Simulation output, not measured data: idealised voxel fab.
A process module follows: voxel capacitor over wiring.
Cross-section cut: width 245 nm, square cells of 5 nm.
This document writes a cross-section as a grid whose cells are square, and gives it as bands, listed from the top down; one or more rows of cells form a band.
Heights first: top, then bottom, in nm. Then materials, left to right, each with a width in nm. "everywhere" on a single material: fills the band edge to edge. "empty": empty space.
All heights in this document are referenced to 0, defined as the level beneath which the wafer, as received, consists entirely of one material. The lowest band is not bounded below; it extends indefinitely downward and is written in the form "z 0 and below".
When a width is written as two numbers, as in "30->40", the first number is the width in the top row of cells of the band and the second is the width in its bottom row, and the width changes by the same amount from each row to the next.
You'll sometimes find "no change" written for a step, and that's the way of saying that nowhere in the cross-section did a cell change during that step.
"Fully sealed cavities" contains a list of empty spaces, each no smaller than 8 cells and without an open way to the top, written in the form width x height at distance with the distance from the left edge and all three in nm.
Text after the settings on a step's line: the simulator's own remark on that step.
Regarding "overlay nm": on a step with a mask, it is the distance the mask lay to the right of its planned place; a negative value places it to the left.
-- Steps planned for the process
step 1: RECEIVE: material Si
step 2: CONFORMAL_DEP: material SiO2, thk nm 15
step 3: DIRECTIONAL_DEP: material TiN, thk nm 5
step 4: DIRECTIONAL_DEP: material W, thk nm 20
step 5: DIRECTIONAL_DEP: material aC, thk nm 15
step 6: PATTERN: tone cover, mask id METAL_1, material resist, width nm 30, pitch nm 90, thk nm 35, overlay nm -15
step 7: DIRECTIONAL_ETCH: etch materials aC, depth nm 15
step 8: STRIP: etch materials resist
step 9: DIRECTIONAL_ETCH: etch materials W, depth nm 20
step 10: DIRECTIONAL_ETCH: etch materials TiN, depth nm 5
step 11: STRIP: etch materials aC
step 12: FILL_DEP: material lowk, thk nm 5
step 13: CMP: height nm 40
step 14: CONFORMAL_DEP: material SiCN, thk nm 5
step 15: DIRECTIONAL_DEP: material lowk, thk nm 10
step 16: DIRECTIONAL_DEP: material aC, thk nm 10
step 17: PATTERN: tone open, mask id PLUG_1, material resist, width nm 15, thk nm 25, overlay nm 0
step 18: DIRECTIONAL_ETCH: etch materials aC, depth nm 10
step 19: STRIP: etch materials resist
step 20: DIRECTIONAL_ETCH: etch materials lowk, depth nm 10
step 21: DIRECTIONAL_ETCH: etch materials SiCN, depth nm 5
step 22: STRIP: etch materials aC
step 23: EPI: material Ru, thk nm 10
step 24: EPI: material Ru, thk nm 5
step 25: DIRECTIONAL_DEP: material TiN, thk nm 5
step 26: DIRECTIONAL_DEP: material Al2O3, thk nm 5
step 27: DIRECTIONAL_DEP: material TiN, thk nm 5
step 28: PATTERN: tone cover, mask id UPPER_PLATE, material resist, width nm 65, thk nm 15, overlay nm 0
step 29: DIRECTIONAL_ETCH: etch materials TiN, depth nm 5
step 30: DIRECTIONAL_ETCH: etch materials Al2O3, depth nm 5
step 31: STRIP: etch materials resist
step 32: DIRECTIONAL_DEP: material aC, thk nm 10
step 33: PATTERN: tone cover, mask id LOWER_PLATE, material resist, width nm 75, thk nm 30, overlay nm 0
step 34: DIRECTIONAL_ETCH: etch materials aC, depth nm 10
step 35: STRIP: etch materials resist
step 36: DIRECTIONAL_ETCH: etch materials TiN, depth nm 5
step 37: STRIP: etch materials aC
step 38: FILL_DEP: material SiO2, thk nm 15
step 39: CMP: height nm 80
step 40: PATTERN: tone open, mask id PLUG_2, material resist, width nm 15, thk nm 15, overlay nm 0
step 41: DIRECTIONAL_ETCH: etch materials SiO2, depth nm 10
step 42: STRIP: etch materials resist
step 43: CONFORMAL_DEP: material TiN, thk nm 5
step 44: FILL_DEP: material Cu, thk nm 10
step 45: CMP: height nm 80
step 46: CONFORMAL_DEP: material SiN, thk nm 5
For this document, wafers share an identical start and vary in the step 6 overlay nm; the plan quotes the first wafer's value.
-- Incoming state of the first of several wafers in cross-section: after step 1
    z 0 and below = Si everywhere
    Fully sealed cavities: none
-- Wafer cross-section (first of several) - module end, post step 46 (last step)
    z 85 to 80 = SiN everywhere
    z 80 to 75 = SiO2 85, then TiN 5, then Cu 5, then TiN 5, then SiO2 145
    z 75 to 65 = SiO2 85->90, then TiN 15->50, then SiO2 145->105
    z 65 to 60 = SiO2 90, then Al2O3 50, then SiO2 105
    z 60 to 55 = SiO2 70, then TiN 5, then SiO2 15, then TiN 55, then SiO2 100
    z 55 to 50 = lowk 75, then TiN 15, then lowk 155
    z 50 to 45 = lowk 75, then Al2O3 15, then lowk 155
    z 45 to 40 = SiCN 75, then TiN 15, then SiCN 155
    z 40 to 20 = lowk 45, then W 30, then lowk 60, then W 30, then lowk 80
    z 20 to 15 = lowk 45, then TiN 30, then lowk 60, then TiN 30, then lowk 80
    z 15 to 0 = SiO2 everywhere
    z 0 and below = Si everywhere
    Fully sealed cavities: none
-- Cross-section of the last wafer at end of module
    z 85 to 80 = SiN everywhere
    z 80 to 75 = SiO2 85, then TiN 5, then Cu 5, then TiN 5, then SiO2 145
    z 75 to 65 = SiO2 85->75, then TiN 15->65, then SiO2 145->105
    z 65 to 60 = SiO2 75, then Al2O3 65, then SiO2 105
    z 60 to 55 = SiO2 70, then TiN 75, then SiO2 100
    z 55 to 45 = lowk 75, then Ru 15, then lowk 155
    z 45 to 40 = SiCN 75, then Ru 15, then SiCN 155
    z 40 to 20 = lowk 75, then W 30, then lowk 60, then W 30, then lowk 50
    z 20 to 15 = lowk 75, then TiN 30, then lowk 60, then TiN 30, then lowk 50
    z 15 to 0 = SiO2 everywhere
    z 0 and below = Si everywhere
    Fully sealed cavities: none
-- wafer rows; end of module; cells per material since receipt: (+) gained, (-) lost; then closed voids
overlay nm -15 | +13 Al2O3 | +1 Cu | +46 SiCN | +49 SiN | +354 SiO2 | +45 TiN | +48 W | +277 lowk | Fully sealed cavities: none
overlay nm -10 | +13 Al2O3 | +1 Cu | +9 Ru | +46 SiCN | +49 SiN | +345 SiO2 | +45 TiN | +48 W | +277 lowk | Fully sealed cavities: none
overlay nm -5 | +13 Al2O3 | +1 Cu | +9 Ru | +46 SiCN | +49 SiN | +345 SiO2 | +45 TiN | +48 W | +277 lowk | Fully sealed cavities: none
overlay nm 0 | +13 Al2O3 | +1 Cu | +9 Ru | +46 SiCN | +49 SiN | +345 SiO2 | +45 TiN | +48 W | +277 lowk | Fully sealed cavities: none
overlay nm 5 | +13 Al2O3 | +1 Cu | +9 Ru | +46 SiCN | +49 SiN | +345 SiO2 | +45 TiN | +48 W | +277 lowk | Fully sealed cavities: none
overlay nm 10 | +13 Al2O3 | +1 Cu | +9 Ru | +46 SiCN | +49 SiN | +345 SiO2 | +45 TiN | +48 W | +277 lowk | Fully sealed cavities: none
overlay nm 15 | +13 Al2O3 | +1 Cu | +9 Ru | +46 SiCN | +49 SiN | +345 SiO2 | +45 TiN | +48 W | +277 lowk | Fully sealed cavities: none
